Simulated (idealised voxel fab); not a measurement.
voxel ribs on slabs: a process module
Xsec cut, 280 nm wide, square cell size 5 nm.
How to read a cross-section here: the picture is a grid of square cells, written as bands going from the top down, and any band can span one or more rows of cells. Heads up on the band format: heights come first, top then bottom, in nm. After that it's the materials left to right, each with its width in nm. A single material flagged "everywhere" fills the whole band edge to edge, and "empty" means there's empty space there. Convention: height 0 is the level below which the wafer, as received, is all one material. The lowest band does not terminate at the bottom but continues downward, represented as "0 and below". Width "30..40": first value at the band's top row of cells, second value at its bottom row, equal change from row to row. Basically "no change occurred" means that step didn't change any cell in the cross-section. Any empty space of 8 cells or more lacking an open way to the top shows up in "Sealed void list" as width x height at distance, distance from the left edge, in nm. Anything after a step's settings on that line? It's the simulator's own note about the step. When a step includes a mask, the "overlay nm" setting on its line states how far to the right of its planned place that mask lay, and negative values state how far to the left.

## Process steps - plan
1,RECEIVE with material Si
2,DIRECTIONAL_DEP with material SiO2, thk nm 20
3,DIRECTIONAL_DEP with material SiN, thk nm 15
4,PATTERN with tone cover, mask id RIB, material resist, width nm 15, thk nm 15, overlay nm 0
5,DIRECTIONAL_ETCH with etch materials SiN, depth nm 5
6,STRIP with etch materials resist
7,DIRECTIONAL_DEP with material aC, thk nm 10
8,PATTERN with tone cover, mask id SLAB, material resist, width nm 65, thk nm 25, overlay nm 0
9,DIRECTIONAL_ETCH with etch materials aC, depth nm 10
10,STRIP with etch materials resist
11,DIRECTIONAL_ETCH with etch materials SiN, depth nm 10
12,STRIP with etch materials aC
13,FILL_DEP with material SiO2, thk nm 15
14,CMP with height nm 45
15,DIRECTIONAL_DEP with material W, thk nm 5
16,PATTERN with tone cover, mask id HEATER, material resist, width nm 25, thk nm 20, overlay nm 0
17,DIRECTIONAL_ETCH with etch materials W, depth nm 5
18,STRIP with etch materials resist
19,CONFORMAL_DEP with material SiO2, thk nm 5

## Incoming wafer in cross-section (state: after step 1)
    0 and below | Si everywhere
    Sealed void list: none

## First of two wafers at the end of the module, shown in cross-section; run carried out as planned
    55 down to 50 | 120 empty / 35 SiO2 / 125 empty
    50 down to 45 | 125 SiO2 / 25 W / 130 SiO2
    45 down to 35 | SiO2 everywhere
    35 down to 30 | 130 SiO2 / 15 SiN / 135 SiO2
    30 down to 20 | 105 SiO2 / 65 SiN / 110 SiO2
    20 down to 0 | SiO2 everywhere
    0 and below | Si everywhere
    Sealed void list: none

## This cross-section belongs to the second wafer of two at the end of the module; the start and the plan were shared with the first, and the run included one mistake
    55 down to 50 | 120 empty / 35 SiO2 / 125 empty
    50 down to 45 | 125 SiO2 / 25 W / 130 SiO2
    45 down to 30 | SiO2 everywhere
    30 down to 25 | 130 SiO2 / 15 SiN / 135 SiO2
    25 down to 15 | 105 SiO2 / 65 SiN / 110 SiO2
    15 down to 0 | SiO2 everywhere
    0 and below | Si everywhere
    Sealed void list: none
The mistake made against the process plan was this: step 2 changed vs plan, executed as DIRECTIONAL_DEP with material SiO2, thk nm 15
Matching per-material cell counts, mismatched positions: that is how the second wafer compares with the first at the end.
